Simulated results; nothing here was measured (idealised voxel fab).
Documented hereafter: the process module known as voxel self aligned contacts.
The cross-section on display is named cut; it measures 250 nm wide, and its cells are 5 nm squares.
Cross-sections here: square-cell grids, written as top-down lists of bands, a band being one or more rows of cells. What a band's entry tells you: where the top is and where the bottom is, as heights in nm, and after that what lies inside, material by material from left to right, each with its width in nm. Empty space is written as the word "empty", and a single material marked with the word "edge to edge" occupies the band from edge to edge. Basically, 0 is our baseline, since under it the wafer straight out of the box is all one material. The bottom band has no lower end and keeps on going down, so it looks like "0 and below". A width such as "30 to 40" changes by the same amount from each row of cells to the next, from the band's top row to its bottom row. Any step labelled "nothing different" changed none of the cells in the cross-section. Each empty space that has no open way to the top and spans at least 8 cells appears under "Voids, enclosed" as width x height at distance, the distance counted from the left edge, all in nm. What comes after the settings on a step's line is commentary from the simulator itself on that step. For masked steps, "overlay nm" on the step line gives how far right of plan the mask actually lay; a minus sign means it lay to the left. Layout of what follows: cross-section pairs, each bracketing one process step, the after cross-section shown only to the lowest band that changed, the step between and its settings noted under each pair. Pairs may originate in different runs of this module on the same starting wafer; a pair continues from the pair above only where its entry headed "Pre-step snapshot" says so.

[Pre-step snapshot]
45 down to 25: 40 of empty / 25 of SiN / 45 of empty / 25 of SiN / 45 of empty / 25 of SiN / 45 of empty
25 down to 5: 40 of empty / 25 of polySi / 45 of empty / 25 of polySi / 45 of empty / 25 of polySi / 45 of empty
5 down to 0: W edge to edge
0 and below: Si edge to edge
Voids, enclosed: none

[Cross-Section Thereafter]
55 down to 25: 30 of empty / 45 of SiN / 25 of empty / 45 of SiN / 25 of empty / 45 of SiN / 35 of empty
25 down to 15: 30 of empty / 10 of SiN / 25 of polySi / 10 of SiN / 25 of empty / 10 of SiN / 25 of polySi / 10 of SiN / 25 of empty / 10 of SiN / 25 of polySi / 10 of SiN / 35 of empty
15 down to 5: 40 of SiN / 25 of polySi / 45 of SiN / 25 of polySi / 45 of SiN / 25 of polySi / 45 of SiN
Rest of section, below 5: as before.
Voids, enclosed: none
Process step bridging the above cross-sections: CONFORMAL_DEP: material SiN, thk nm 10

Pre-step snapshot: Please consult the pair immediately above; the cross-section it shows after its step is the state before this step.

[Cross-Section Thereafter]
45 down to 25: 30 of empty / 45 of SiN / 25 of empty / 45 of SiN / 25 of empty / 45 of SiN / 35 of empty
25 down to 5: 30 of empty / 10 of SiN / 25 of polySi / 10 of SiN / 25 of empty / 10 of SiN / 25 of polySi / 10 of SiN / 25 of empty / 10 of SiN / 25 of polySi / 10 of SiN / 35 of empty
Rest of section, below 5: as before.
Voids, enclosed: none
Process step bridging the above cross-sections: DIRECTIONAL_ETCH: etch materials SiN, depth nm 10

Pre-step snapshot: Please consult the pair immediately above; the cross-section it shows after its step is the state before this step.

[Cross-Section Thereafter]
60 down to 45: SiO2 edge to edge
45 down to 25: 30 of SiO2 / 45 of SiN / 25 of SiO2 / 45 of SiN / 25 of SiO2 / 45 of SiN / 35 of SiO2
25 down to 5: 30 of SiO2 / 10 of SiN / 25 of polySi / 10 of SiN / 25 of SiO2 / 10 of SiN / 25 of polySi / 10 of SiN / 25 of SiO2 / 10 of SiN / 25 of polySi / 10 of SiN / 35 of SiO2
Rest of section, below 5: as before.
Voids, enclosed: none
Process step bridging the above cross-sections: FILL_DEP: material SiO2, thk nm 15

Pre-step snapshot: Please consult the pair immediately above; the cross-section it shows after its step is the state before this step.

[Cross-Section Thereafter]
55 down to 45: SiO2 edge to edge
Rest of section, below 45: as before.
Voids, enclosed: none
Process step bridging the above cross-sections: CMP: height nm 55

Pre-step snapshot: Please consult the pair immediately above; the cross-section it shows after its step is the state before this step.

[Cross-Section Thereafter]
70 down to 55: 60 of resist / 55 of empty / 15 of resist / 55 of empty / 65 of resist
Rest of section, below 55: as before.
Voids, enclosed: none
Process step bridging the above cross-sections: PATTERN: tone open, mask id CONTACT, material resist, width nm 55, pitch nm 70, thk nm 15, overlay nm 0

Pre-step snapshot: Please consult the pair immediately above; the cross-section it shows after its step is the state before this step.

[Cross-Section Thereafter]
70 down to 55: 60 of resist / 55 of empty / 15 of resist / 55 of empty / 65 of resist
55 down to 45: 60 of SiO2 / 55 of empty / 15 of SiO2 / 55 of empty / 65 of SiO2
45 down to 25: 30 of SiO2 / 45 of SiN / 25 of empty / 45 of SiN / 25 of empty / 45 of SiN / 35 of SiO2
25 down to 5: 30 of SiO2 / 10 of SiN / 25 of polySi / 10 of SiN / 25 of empty / 10 of SiN / 25 of polySi / 10 of SiN / 25 of empty / 10 of SiN / 25 of polySi / 10 of SiN / 35 of SiO2
Rest of section, below 5: as before.
Voids, enclosed: none
Process step bridging the above cross-sections: DIRECTIONAL_ETCH: etch materials SiO2, depth nm 55

Pre-step snapshot: Please consult the pair immediately above; the cross-section it shows after its step is the state before this step.

[Cross-Section Thereafter]
55 down to 45: 60 of SiO2 / 55 of empty / 15 of SiO2 / 55 of empty / 65 of SiO2
Rest of section, below 45: as before.
Voids, enclosed: none
Process step bridging the above cross-sections: STRIP: etch materials resist

Pre-step snapshot: Please consult the pair immediately above; the cross-section it shows after its step is the state before this step.

[Cross-Section Thereafter]
60 down to 55: 65 of TiN / 45 of empty / 25 of TiN / 45 of empty / 70 of TiN
55 down to 45: 60 of SiO2 / 5 to 20 of TiN / 45 to 15 of empty / 5 to 20 of TiN / 15 of SiO2 / 5 to 20 of TiN / 45 to 15 of empty / 5 to 20 of TiN / 65 of SiO2
45 down to 25: 30 of SiO2 / 45 of SiN / 5 of TiN / 15 of empty / 5 of TiN / 45 of SiN / 5 of TiN / 15 of empty / 5 of TiN / 45 of SiN / 35 of SiO2
25 down to 10: 30 of SiO2 / 10 of SiN / 25 of polySi / 10 of SiN / 5 of TiN / 15 of empty / 5 of TiN / 10 of SiN / 25 of polySi / 10 of SiN / 5 of TiN / 15 of empty / 5 of TiN / 10 of SiN / 25 of polySi / 10 of SiN / 35 of SiO2
10 down to 5: 30 of SiO2 / 10 of SiN / 25 of polySi / 10 of SiN / 25 of TiN / 10 of SiN / 25 of polySi / 10 of SiN / 25 of TiN / 10 of SiN / 25 of polySi / 10 of SiN / 35 of SiO2
Rest of section, below 5: as before.
Voids, enclosed: none
Process step bridging the above cross-sections: CONFORMAL_DEP: material TiN, thk nm 5

Pre-step snapshot: Please consult the pair immediately above; the cross-section it shows after its step is the state before this step.

[Cross-Section Thereafter]
65 down to 60: W edge to edge
60 down to 55: 65 of TiN / 45 of W / 25 of TiN / 45 of W / 70 of TiN
55 down to 45: 60 of SiO2 / 5 to 20 of TiN / 45 to 15 of W / 5 to 20 of TiN / 15 of SiO2 / 5 to 20 of TiN / 45 to 15 of W / 5 to 20 of TiN / 65 of SiO2
45 down to 25: 30 of SiO2 / 45 of SiN / 5 of TiN / 15 of W / 5 of TiN / 45 of SiN / 5 of TiN / 15 of W / 5 of TiN / 45 of SiN / 35 of SiO2
25 down to 10: 30 of SiO2 / 10 of SiN / 25 of polySi / 10 of SiN / 5 of TiN / 15 of W / 5 of TiN / 10 of SiN / 25 of polySi / 10 of SiN / 5 of TiN / 15 of W / 5 of TiN / 10 of SiN / 25 of polySi / 10 of SiN / 35 of SiO2
Rest of section, below 10: as before.
Voids, enclosed: none
Process step bridging the above cross-sections: FILL_DEP: material W, thk nm 5

Pre-step snapshot: Please consult the pair immediately above; the cross-section it shows after its step is the state before this step.

[Cross-Section Thereafter]
55 down to 45: 60 of SiO2 / 5 to 20 of TiN / 45 to 15 of W / 5 to 20 of TiN / 15 of SiO2 / 5 to 20 of TiN / 45 to 15 of W / 5 to 20 of TiN / 65 of SiO2
Rest of section, below 45: as before.
Voids, enclosed: none
Process step bridging the above cross-sections: CMP: height nm 55

Pre-step snapshot: Please consult the pair immediately above; the cross-section it shows after its step is the state before this step.

[Cross-Section Thereafter]
60 down to 55: SiN edge to edge
Rest of section, below 55: as before.
Voids, enclosed: none
Process step bridging the above cross-sections: CONFORMAL_DEP: material SiN, thk nm 5

[Pre-step snapshot]
45 down to 25: SiN edge to edge
25 down to 5: polySi edge to edge
5 down to 0: SiO2 edge to edge
0 and below: Si edge to edge
Voids, enclosed: none

[Cross-Section Thereafter]
65 down to 45: 40 of resist / 25 of empty / 45 of resist / 25 of empty / 45 of resist / 25 of empty / 45 of resist
Rest of section, below 45: as before.
Voids, enclosed: none
Process step bridging the above cross-sections: PATTERN: tone open, mask id GATE, material resist, width nm 25, pitch nm 70, thk nm 20, overlay nm 0

Pre-step snapshot: Please consult the pair immediately above; the cross-section it shows after its step is the state before this step.

[Cross-Section Thereafter]
65 down to 45: 40 of resist / 25 of empty / 45 of resist / 25 of empty / 45 of resist / 25 of empty / 45 of resist
45 down to 25: 40 of SiN / 25 of empty / 45 of SiN / 25 of empty / 45 of SiN / 25 of empty / 45 of SiN
Rest of section, below 25: as before.
Voids, enclosed: none
Process step bridging the above cross-sections: DIRECTIONAL_ETCH: etch materials SiN, depth nm 20

Pre-step snapshot: Please consult the pair immediately above; the cross-section it shows after its step is the state before this step.

[Cross-Section Thereafter]
65 down to 45: 40 of resist / 25 of empty / 45 of resist / 25 of empty / 45 of resist / 25 of empty / 45 of resist
45 down to 25: 40 of SiN / 25 of empty / 45 of SiN / 25 of empty / 45 of SiN / 25 of empty / 45 of SiN
25 down to 5: 40 of polySi / 25 of empty / 45 of polySi / 25 of empty / 45 of polySi / 25 of empty / 45 of polySi
Rest of section, below 5: as before.
Voids, enclosed: none
Process step bridging the above cross-sections: DIRECTIONAL_ETCH: etch materials polySi, depth nm 20

Pre-step snapshot: Please consult the pair immediately above; the cross-section it shows after its step is the state before this step.

[Cross-Section Thereafter]
45 down to 25: 40 of SiN / 25 of empty / 45 of SiN / 25 of empty / 45 of SiN / 25 of empty / 45 of SiN
Rest of section, below 25: as before.
Voids, enclosed: none
Process step bridging the above cross-sections: STRIP: etch materials resist

Pre-step snapshot: Please consult the pair immediately above; the cross-section it shows after its step is the state before this step.

[Cross-Section Thereafter]
55 down to 25: 50 of SiN / 5 of empty / 65 of SiN / 5 of empty / 65 of SiN / 5 of empty / 55 of SiN
25 down to 15: 40 of polySi / 10 of SiN / 5 of empty / 10 of SiN / 45 of polySi / 10 of SiN / 5 of empty / 10 of SiN / 45 of polySi / 10 of SiN / 5 of empty / 10 of SiN / 45 of polySi
15 down to 5: 40 of polySi / 25 of SiN / 45 of polySi / 25 of SiN / 45 of polySi / 25 of SiN / 45 of polySi
Rest of section, below 5: as before.
Voids, enclosed: none
Process step bridging the above cross-sections: CONFORMAL_DEP: material SiN, thk nm 10

Pre-step snapshot: Please consult the pair immediately above; the cross-section it shows after its step is the state before this step.

[Cross-Section Thereafter]
45 down to 25: 50 of SiN / 5 of empty / 65 of SiN / 5 of empty / 65 of SiN / 5 of empty / 55 of SiN
25 down to 5: 40 of polySi / 10 of SiN / 5 of empty / 10 of SiN / 45 of polySi / 10 of SiN / 5 of empty / 10 of SiN / 45 of polySi / 10 of SiN / 5 of empty / 10 of SiN / 45 of polySi
Rest of section, below 5: as before.
Voids, enclosed: none
Process step bridging the above cross-sections: DIRECTIONAL_ETCH: etch materials SiN, depth nm 10

Pre-step snapshot: Please consult the pair immediately above; the cross-section it shows after its step is the state before this step.

[Cross-Section Thereafter]
60 down to 45: SiO2 edge to edge
45 down to 25: 50 of SiN / 5 of SiO2 / 65 of SiN / 5 of SiO2 / 65 of SiN / 5 of SiO2 / 55 of SiN
25 down to 5: 40 of polySi / 10 of SiN / 5 of SiO2 / 10 of SiN / 45 of polySi / 10 of SiN / 5 of SiO2 / 10 of SiN / 45 of polySi / 10 of SiN / 5 of SiO2 / 10 of SiN / 45 of polySi
Rest of section, below 5: as before.
Voids, enclosed: none
Process step bridging the above cross-sections: FILL_DEP: material SiO2, thk nm 15

Pre-step snapshot: Please consult the pair immediately above; the cross-section it shows after its step is the state before this step.

[Cross-Section Thereafter]
55 down to 45: SiO2 edge to edge
Rest of section, below 45: as before.
Voids, enclosed: none
Process step bridging the above cross-sections: CMP: height nm 55

Pre-step snapshot: Please consult the pair immediately above; the cross-section it shows after its step is the state before this step.

[Cross-Section Thereafter]
70 down to 55: 60 of resist / 55 of empty / 15 of resist / 55 of empty / 65 of resist
Rest of section, below 55: as before.
Voids, enclosed: none
Process step bridging the above cross-sections: PATTERN: tone open, mask id CONTACT, material resist, width nm 55, pitch nm 70, thk nm 15, overlay nm 0

Pre-step snapshot: Please consult the pair immediately above; the cross-section it shows after its step is the state before this step.

[Cross-Section Thereafter]
70 down to 55: 60 of resist / 55 of empty / 15 of resist / 55 of empty / 65 of resist
55 down to 45: 60 of SiO2 / 55 of empty / 15 of SiO2 / 55 of empty / 65 of SiO2
Rest of section, below 45: as before.
Voids, enclosed: none
Process step bridging the above cross-sections: DIRECTIONAL_ETCH: etch materials SiO2, depth nm 55

Pre-step snapshot: Please consult the pair immediately above; the cross-section it shows after its step is the state before this step.

[Cross-Section Thereafter]
55 down to 45: 60 of SiO2 / 55 of empty / 15 of SiO2 / 55 of empty / 65 of SiO2
Rest of section, below 45: as before.
Voids, enclosed: none
Process step bridging the above cross-sections: STRIP: etch materials resist

Pre-step snapshot: Please consult the pair immediately above; the cross-section it shows after its step is the state before this step.

[Cross-Section Thereafter]
60 down to 55: 65 of TiN / 45 of empty / 25 of TiN / 45 of empty / 70 of TiN
55 down to 50: 60 of SiO2 / 5 of TiN / 45 of empty / 5 of TiN / 15 of SiO2 / 5 of TiN / 45 of empty / 5 of TiN / 65 of SiO2
50 down to 45: 60 of SiO2 / 55 of TiN / 15 of SiO2 / 55 of TiN / 65 of SiO2
Rest of section, below 45: as before.
Voids, enclosed: none
Process step bridging the above cross-sections: CONFORMAL_DEP: material TiN, thk nm 5

Pre-step snapshot: Please consult the pair immediately above; the cross-section it shows after its step is the state before this step.

[Cross-Section Thereafter]
65 down to 60: W edge to edge
60 down to 55: 65 of TiN / 45 of W / 25 of TiN / 45 of W / 70 of TiN
55 down to 50: 60 of SiO2 / 5 of TiN / 45 of W / 5 of TiN / 15 of SiO2 / 5 of TiN / 45 of W / 5 of TiN / 65 of SiO2
Rest of section, below 50: as before.
Voids, enclosed: none
Process step bridging the above cross-sections: FILL_DEP: material W, thk nm 5

Pre-step snapshot: Please consult the pair immediately above; the cross-section it shows after its step is the state before this step.

[Cross-Section Thereafter]
55 down to 50: 60 of SiO2 / 5 of TiN / 45 of W / 5 of TiN / 15 of SiO2 / 5 of TiN / 45 of W / 5 of TiN / 65 of SiO2
Rest of section, below 50: as before.
Voids, enclosed: none
Process step bridging the above cross-sections: CMP: height nm 55

Pre-step snapshot: Please consult the pair immediately above; the cross-section it shows after its step is the state before this step.

[Cross-Section Thereafter]
60 down to 55: SiN edge to edge
Rest of section, below 55: as before.
Voids, enclosed: none
Process step bridging the above cross-sections: CONFORMAL_DEP: material SiN, thk nm 5
